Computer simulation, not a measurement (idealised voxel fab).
You're looking at the process module voxel gate over fins.
cross-section cut | 160 nm wide | cells 5 nm
In what follows, cross-sections appear as grids of square cells, described through bands that run from the top down, where every band is one or more rows of cells.
This entry defines a band. It first specifies the height of the band's top and the height of its bottom in nm, and then specifies the band's materials from left to right, stating each material with its width in nm. The word "edge to edge" identifies a single material that fills the band from edge to edge, while the word "blank" identifies empty space.
Heights are expressed relative to 0, this being the level below which the as-received wafer comprises one material exclusively. The lowest band is unbounded in the downward direction and is denoted as in "0..down".
Width spec "30..40" -> top row of cells at first value, bottom row at second value, equal per-row change in between.
Step note "nothing different" = no cross-section cell changed.
Enclosed cavity list: empty space of 8 cells or more with no open way to the top, each as width x height at its distance from the left edge, in nm
Where a step's line continues beyond its settings, the continuation is a remark by the simulator itself on that step.
The "overlay nm" setting may appear on a step's line; for a step that uses a mask, it gives how far to the right of its planned position the mask lay, and a negative value indicates the left.
plan
| 1 | RECEIVE: material Si |
| 2 | CONFORMAL_DEP: material SiN, thk nm 10 |
| 3 | MASKED_ETCH: tone cover, mask id FINS, width nm 15, pitch nm 60, etch materials SiN, depth nm 10, overlay nm 0 |
| 4 | MASKED_ETCH: tone cover, mask id FINS, width nm 15, pitch nm 60, etch materials Si, depth nm 35, overlay nm 0 |
| 5 | OXIDIZE: depth nm 5 |
| 6 | FILL_DEP: material SiO2, thk nm 15 |
| 7 | CMP: height nm 10 |
| 8 | MASKED_ETCH: tone open, mask id RAIL, width nm 15, etch materials SiO2, depth nm 40, overlay nm 0 |
| 9 | CONFORMAL_DEP: material TiN, thk nm 5 |
| 10 | FILL_DEP: material Ru, thk nm 5 |
| 11 | CMP: height nm 10 |
| 12 | SELECTIVE_ETCH: etch materials W Ru TiN, depth nm 25 |
| 13 | FILL_DEP: material SiO2, thk nm 5 |
| 14 | CMP: height nm 10 |
| 15 | SELECTIVE_ETCH: etch materials SiO2, depth nm 20 |
| 16 | STRIP: etch materials SiN |
| 17 | CONFORMAL_DEP: material HfO2, thk nm 5 |
| 18 | CONFORMAL_DEP: material TiN, thk nm 5 |
| 19 | CONFORMAL_DEP: material TiAl, thk nm 5 |
| 20 | CONFORMAL_DEP: material TiN, thk nm 5 |
| 21 | FILL_DEP: material W, thk nm 10 |
| 22 | CMP: height nm 25 |
| 23 | CONFORMAL_DEP: material SiN, thk nm 10 |
The wafers in this document start out alike and differ in the thk nm applied at step 18; the plan shows the value used for the first wafer.
As-received cross-section, first of several wafers, post step 1
> 0..down  Si edge to edge
> Enclosed cavity list: none
first wafer at the end, after step 23
> 35..25  SiN edge to edge
> 25..20  W edge to edge
> 20..15  W 25 / TiN 45 / W 15 / TiN 45 / W 30
> 15..10  W 25 / TiN 5 / TiAl 35 / TiN 5 / W 15 / TiN 5 / TiAl 35 / TiN 5 / W 30
> 10..5  TiN 30 / TiAl 5 / TiN 25 / TiAl 5 / TiN 25 / TiAl 5 / TiN 25 / TiAl 5 / TiN 35
> 5..0  TiAl 35 / TiN 5 / HfO2 15 / TiN 5 / TiAl 35 / TiN 5 / HfO2 15 / TiN 5 / TiAl 40
> 0..-5  TiN 40 / HfO2 5 / Si 5 / HfO2 5 / TiN 45 / HfO2 5 / Si 5 / HfO2 5 / TiN 45
> -5..-10  HfO2 45 / Si 5 / HfO2 55 / Si 5 / HfO2 50
> -10..-15  SiO2 45 / Si 5 / SiO2 55 / Si 5 / SiO2 50
> -15..-25  SiO2 45 / Si 5 / SiO2 20 / TiN 5 / Ru 5 / TiN 5 / SiO2 20 / Si 5 / SiO2 50
> -25..-30  SiO2 45 / Si 5 / SiO2 20 / TiN 15 / SiO2 20 / Si 5 / SiO2 50
> -30..-40  SiO2 45 / Si 5 / SiO2 55 / Si 5 / SiO2 50
> -40..down  Si edge to edge
> Enclosed cavity list: none
Last-wafer cross-section at the end of the module
> 35..25  SiN edge to edge
> 25..20  TiN 15 / TiAl 5 / TiN 55 / TiAl 5 / TiN 55 / TiAl 5 / TiN 20
> 20..15  TiAl 20 / TiN 55 / TiAl 5 / TiN 55 / TiAl 25
> 15..5  TiN edge to edge
> 5..0  TiN 40 / HfO2 15 / TiN 45 / HfO2 15 / TiN 45
> 0..-5  TiN 40 / HfO2 5 / Si 5 / HfO2 5 / TiN 45 / HfO2 5 / Si 5 / HfO2 5 / TiN 45
> -5..-10  HfO2 45 / Si 5 / HfO2 55 / Si 5 / HfO2 50
> -10..-15  SiO2 45 / Si 5 / SiO2 55 / Si 5 / SiO2 50
> -15..-25  SiO2 45 / Si 5 / SiO2 20 / TiN 5 / Ru 5 / TiN 5 / SiO2 20 / Si 5 / SiO2 50
> -25..-30  SiO2 45 / Si 5 / SiO2 20 / TiN 15 / SiO2 20 / Si 5 / SiO2 50
> -30..-40  SiO2 45 / Si 5 / SiO2 55 / Si 5 / SiO2 50
> -40..down  Si edge to edge
> Enclosed cavity list: none
So in this table every wafer gets its own row, and what you see is where it stands at the end of the module: for each material, how many cells it picked up (+) or gave up (-) since we received it, and after that its closed voids
thk nm 5 | +40 HfO2 | +2 Ru | -240 Si | +64 SiN | +171 SiO2 | +40 TiAl | +87 TiN | +60 W | Enclosed cavity list: none
thk nm 10 | +40 HfO2 | +2 Ru | -240 Si | +64 SiN | +171 SiO2 | +40 TiAl | +127 TiN | +20 W | Enclosed cavity list: none
thk nm 15 | +40 HfO2 | +2 Ru | -240 Si | +64 SiN | +171 SiO2 | +40 TiAl | +140 TiN | +7 W | Enclosed cavity list: none
thk nm 20 | +40 HfO2 | +2 Ru | -240 Si | +64 SiN | +171 SiO2 | +13 TiAl | +174 TiN | Enclosed cavity list: none
